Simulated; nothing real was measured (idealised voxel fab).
The process module that follows is named voxel capacitor over wiring.
225 nm wide, 5 nm square cells: that's cross-section cut.
Reading order for cross-sections: top band down to bottom band. Underlying form: a grid of square cells. Band size: one or more rows of cells.
This entry defines a band. It first specifies the height of the band's top and the height of its bottom in nm, and then specifies the band's materials from left to right, stating each material with its width in nm. The word "everywhere" identifies a single material that fills the band from edge to edge, while the word "empty" identifies empty space.
Convention: height 0 is the level below which the wafer, as received, is all one material. The lowest band does not terminate at the bottom but continues downward, represented as "0 and below".
Graded width ("30->40"): value in top row of band = first number; value in bottom row = second number; row-to-row change constant.
When a step is marked "left unchanged", none of the cells in the cross-section changed during that step.
Reported under the label "Cavities, sealed" are the empty spaces having no open way to the top and comprising 8 cells or more; the notation for each is width x height at distance, in which the distance is measured from the left edge and all three values are in nm.
Anything after a step's settings on that line? It's the simulator's own note about the step.
overlay nm: on a step with a mask, how far right of its planned place the mask lay; negative means left.
List of planned process steps
1: op RECEIVE | material Si
2: op CONFORMAL_DEP | material SiO2 | thk nm 15
3: op CONFORMAL_DEP | material SiN | thk nm 5
4: op DIRECTIONAL_DEP | material SiO2 | thk nm 25
5: op DIRECTIONAL_DEP | material aC | thk nm 10
6: op PATTERN | tone open | mask id METAL_1 | material resist | width nm 25 | pitch nm 85 | thk nm 30 | overlay nm 0
7: op DIRECTIONAL_ETCH | etch materials aC | depth nm 10
8: op STRIP | etch materials resist
9: op DIRECTIONAL_ETCH | etch materials SiO2 | depth nm 25
10: op DIRECTIONAL_ETCH | etch materials SiN | depth nm 5
11: op STRIP | etch materials aC
12: op CONFORMAL_DEP | material TiN | thk nm 5
13: op FILL_DEP | material Ru | thk nm 5
14: op CMP | height nm 45
15: op EPI | material Ru | thk nm 5
16: op FILL_DEP | material SiCN | thk nm 5
17: op DIRECTIONAL_DEP | material SiO2 | thk nm 15
18: op MASKED_ETCH | tone open | mask id PLUG_1 | width nm 15 | etch materials SiO2 | depth nm 15 | overlay nm 0
19: op MASKED_ETCH | tone open | mask id PLUG_1 | width nm 15 | etch materials SiCN | depth nm 5 | overlay nm 0
20: op CONFORMAL_DEP | material TiN | thk nm 5
21: op FILL_DEP | material W | thk nm 10
22: op CMP | height nm 70
23: op DIRECTIONAL_DEP | material TiN | thk nm 10
24: op DIRECTIONAL_DEP | material Al2O3 | thk nm 5
25: op DIRECTIONAL_DEP | material TiN | thk nm 10
26: op PATTERN | tone cover | mask id UPPER_PLATE | material resist | width nm 65 | thk nm 15 | overlay nm 0
27: op DIRECTIONAL_ETCH | etch materials TiN | depth nm 10
28: op DIRECTIONAL_ETCH | etch materials Al2O3 | depth nm 5
29: op STRIP | etch materials resist
30: op DIRECTIONAL_DEP | material aC | thk nm 15
31: op PATTERN | tone cover | mask id LOWER_PLATE | material resist | width nm 75 | thk nm 30 | overlay nm 0
32: op DIRECTIONAL_ETCH | etch materials aC | depth nm 15
33: op STRIP | etch materials resist
34: op DIRECTIONAL_ETCH | etch materials TiN | depth nm 10
35: op STRIP | etch materials aC
36: op FILL_DEP | material SiO2 | thk nm 15
37: op CMP | height nm 105
38: op PATTERN | tone open | mask id PLUG_2 | material resist | width nm 15 | thk nm 20 | overlay nm 0
39: op DIRECTIONAL_ETCH | etch materials SiO2 | depth nm 10
40: op STRIP | etch materials resist
41: op CONFORMAL_DEP | material TiN | thk nm 5
42: op FILL_DEP | material Cu | thk nm 10
43: op CMP | height nm 105
44: op CONFORMAL_DEP | material SiCN | thk nm 5
Shown in cross-section is the wafer as received, that is, as it stands after step 1
0 and below  Si everywhere
Cavities, sealed: none
Cross-section taken at module completion on the first of two wafers; processed per the plan
110 down to 105  SiCN everywhere
105 down to 100  SiO2 75, TiN 5, Cu 5, TiN 5, SiO2 135
100 down to 95  SiO2 75, TiN 15, SiO2 135
95 down to 85  SiO2 65, TiN 65, SiO2 95
85 down to 80  SiO2 65, Al2O3 65, SiO2 95
80 down to 70  SiO2 60, TiN 75, SiO2 90
70 down to 55  SiO2 65, TiN 5, W 5, TiN 5, SiO2 145
55 down to 50  SiCN 65, TiN 15, SiCN 145
50 down to 45  SiCN 50, Ru 35, SiCN 50, Ru 35, SiCN 55
45 down to 20  SiO2 55, TiN 5, Ru 15, TiN 5, SiO2 60, TiN 5, Ru 15, TiN 5, SiO2 60
20 down to 15  SiN 55, TiN 25, SiN 60, TiN 25, SiN 60
15 down to 0  SiO2 everywhere
0 and below  Si everywhere
Cavities, sealed: none
Second wafer of the two, sectioned at the end of the module. It began like the first and followed the same plan, but one mistake was made while running it
125 down to 120  SiCN everywhere
120 down to 110  Cu everywhere
110 down to 105  TiN 80, Cu 5, TiN 140
105 down to 100  SiO2 75, TiN 5, Cu 5, TiN 5, SiO2 135
100 down to 95  SiO2 75, TiN 15, SiO2 135
95 down to 85  SiO2 65, TiN 65, SiO2 95
85 down to 80  SiO2 65, Al2O3 65, SiO2 95
80 down to 70  SiO2 60, TiN 75, SiO2 90
70 down to 55  SiO2 65, TiN 5, W 5, TiN 5, SiO2 145
55 down to 50  SiCN 65, TiN 15, SiCN 145
50 down to 45  SiCN 50, Ru 35, SiCN 50, Ru 35, SiCN 55
45 down to 20  SiO2 55, TiN 5, Ru 15, TiN 5, SiO2 60, TiN 5, Ru 15, TiN 5, SiO2 60
20 down to 15  SiN 55, TiN 25, SiN 60, TiN 25, SiN 60
15 down to 0  SiO2 everywhere
0 and below  Si everywhere
Cavities, sealed: none
Diagnosis: step 43 was dropped from the plan's execution and never run
Final cells, second wafer relative to first, materials higher or lower: 91 more of Cu, 44 more of TiN
